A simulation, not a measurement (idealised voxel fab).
process module | voxel lift off
cross-section cut | 145 nm wide | cells 5 nm
A cross-section is a grid of square cells, given in bands from the top down. A band is one or more rows of cells.
Each band's line starts with the height of the band's top and of its bottom, in nm. Then come its materials from left to right, each with its width in nm. One material with "throughout" fills the band from edge to edge. "air" is empty space.
Height 0 is the level under which the wafer as received is all one material. The lowest band goes on downwards, as in "0 down".
A width such as "30 to 40" changes by the same amount from each row of cells to the next, from the band's top row to its bottom row.
"no change" after a step means that no cell of the cross-section changed.
closed voids: empty space of 8 cells or more with no open way to the top, each as width x height at its distance from the left edge, in nm
after a step's settings: what the simulator itself notes on the step
overlay nm, on a step with a mask: how far to the right of its planned place the mask lay; to the left if negative
plan
1 op RECEIVE | material Si
2 op CONFORMAL_DEP | material SiN | thk nm 15
3 op PATTERN | tone open | mask id LINES | material resist | width nm 15 | pitch nm 30 | thk nm 25 | overlay nm -5
4 op DIRECTIONAL_DEP | material Ru | thk nm 10
5 op STRIP | etch materials resist
6 op CONFORMAL_DEP | material SiO2 | thk nm 10
varied across the wafers: overlay nm of step 3. The plan shows the first wafer's value. All wafers start alike
first wafer as received, after step 1
  0 down: Si throughout
  closed voids: none
first wafer at the end, after step 6
  35 to 25: air 5 | SiO2 125 | air 15
  25 to 15: SiO2 15 | Ru 15 | SiO2 15 | Ru 15 | SiO2 15 | Ru 15 | SiO2 15 | Ru 15 | SiO2 25
  15 to 0: SiN throughout
  0 down: Si throughout
  closed voids: none
last wafer at the end
  35 to 25: air 15 | SiO2 125 | air 5
  25 to 15: SiO2 25 | Ru 15 | SiO2 15 | Ru 15 | SiO2 15 | Ru 15 | SiO2 15 | Ru 15 | SiO2 15
  15 to 0: SiN throughout
  0 down: Si throughout
  closed voids: none
each wafer at the end: cells of each material gained (+) or lost (-) since it was received, then its closed voids
overlay nm -5 | +24 Ru | +87 SiN | +84 SiO2 | closed voids: none
overlay nm 0 | +24 Ru | +87 SiN | +84 SiO2 | closed voids: none
overlay nm 5 | +24 Ru | +87 SiN | +84 SiO2 | closed voids: none
